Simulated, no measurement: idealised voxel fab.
process module | voxel self aligned contacts
cross-section cut | 285 nm wide | cells 5 nm
A cross-section is a grid of square cells, given in bands from the top down. A band is one or more rows of cells.
Each band's line starts with the height of the band's top and of its bottom, in nm. Then come its materials from left to right, each with its width in nm. One material with "throughout" fills the band from edge to edge. "air" is empty space.
Height 0 is the level under which the wafer as received is all one material. The lowest band goes on downwards, as in "0 down".
A width such as "30 to 40" changes by the same amount from each row of cells to the next, from the band's top row to its bottom row.
"no change" after a step means that no cell of the cross-section changed.
closed voids: empty space of 8 cells or more with no open way to the top, each as width x height at its distance from the left edge, in nm
after a step's settings: what the simulator itself notes on the step
overlay nm, on a step with a mask: how far to the right of its planned place the mask lay; to the left if negative
plan
1 op RECEIVE | material Si
2 op CONFORMAL_DEP | material SiO2 | thk nm 5
3 op DIRECTIONAL_DEP | material polySi | thk nm 25
4 op DIRECTIONAL_DEP | material SiN | thk nm 15
5 op DIRECTIONAL_DEP | material aC | thk nm 15
6 op PATTERN | tone cover | mask id GATE | material resist | width nm 35 | pitch nm 60 | thk nm 30 | overlay nm 0
7 op DIRECTIONAL_ETCH | etch materials aC | depth nm 15
8 op STRIP | etch materials resist
9 op DIRECTIONAL_ETCH | etch materials SiN | depth nm 15
10 op DIRECTIONAL_ETCH | etch materials polySi | depth nm 25
11 op STRIP | etch materials aC
12 op CONFORMAL_DEP | material SiN | thk nm 5
13 op DIRECTIONAL_ETCH | etch materials SiN | depth nm 5
14 op FILL_DEP | material SiO2 | thk nm 15
15 op CMP | height nm 55
16 op DIRECTIONAL_DEP | material aC | thk nm 15
17 op PATTERN | tone open | mask id CONTACT | material resist | width nm 45 | pitch nm 60 | thk nm 35 | overlay nm 0
18 op DIRECTIONAL_ETCH | etch materials aC | depth nm 15
19 op STRIP | etch materials resist
20 op DIRECTIONAL_ETCH | etch materials SiO2 | depth nm 55
21 op STRIP | etch materials aC
22 op CONFORMAL_DEP | material TiN | thk nm 5
23 op FILL_DEP | material Ru | thk nm 5
24 op CMP | height nm 55
25 op CONFORMAL_DEP | material SiCN | thk nm 5
as received, after step 1
  0 down: Si throughout
  closed voids: none
a wafer at the end: this start, this plan, one mistake
  60 to 55: SiCN throughout
  55 to 45: SiO2 90 | TiN 5 to 20 | Ru 35 to 5 | TiN 5 to 20 | SiO2 15 | TiN 5 to 20 | Ru 35 to 5 | TiN 5 to 20 | SiO2 90
  45 to 30: SiO2 60 | SiN 45 | TiN 5 | Ru 5 | TiN 5 | SiN 45 | TiN 5 | Ru 5 | TiN 5 | SiN 45 | SiO2 60
  30 to 15: SiO2 60 | SiN 5 | polySi 35 | SiN 5 | TiN 5 | Ru 5 | TiN 5 | SiN 5 | polySi 35 | SiN 5 | TiN 5 | Ru 5 | TiN 5 | SiN 5 | polySi 35 | SiN 5 | SiO2 60
  15 to 10: SiO2 60 | SiN 5 | polySi 35 | SiN 5 | TiN 15 | SiN 5 | polySi 35 | SiN 5 | TiN 15 | SiN 5 | polySi 35 | SiN 5 | SiO2 60
  10 to 5: SiN 65 | polySi 35 | SiN 25 | polySi 35 | SiN 25 | polySi 35 | SiN 65
  5 to 0: SiO2 throughout
  0 down: Si throughout
  closed voids: none
what went wrong: steps 12 and 13 were swapped
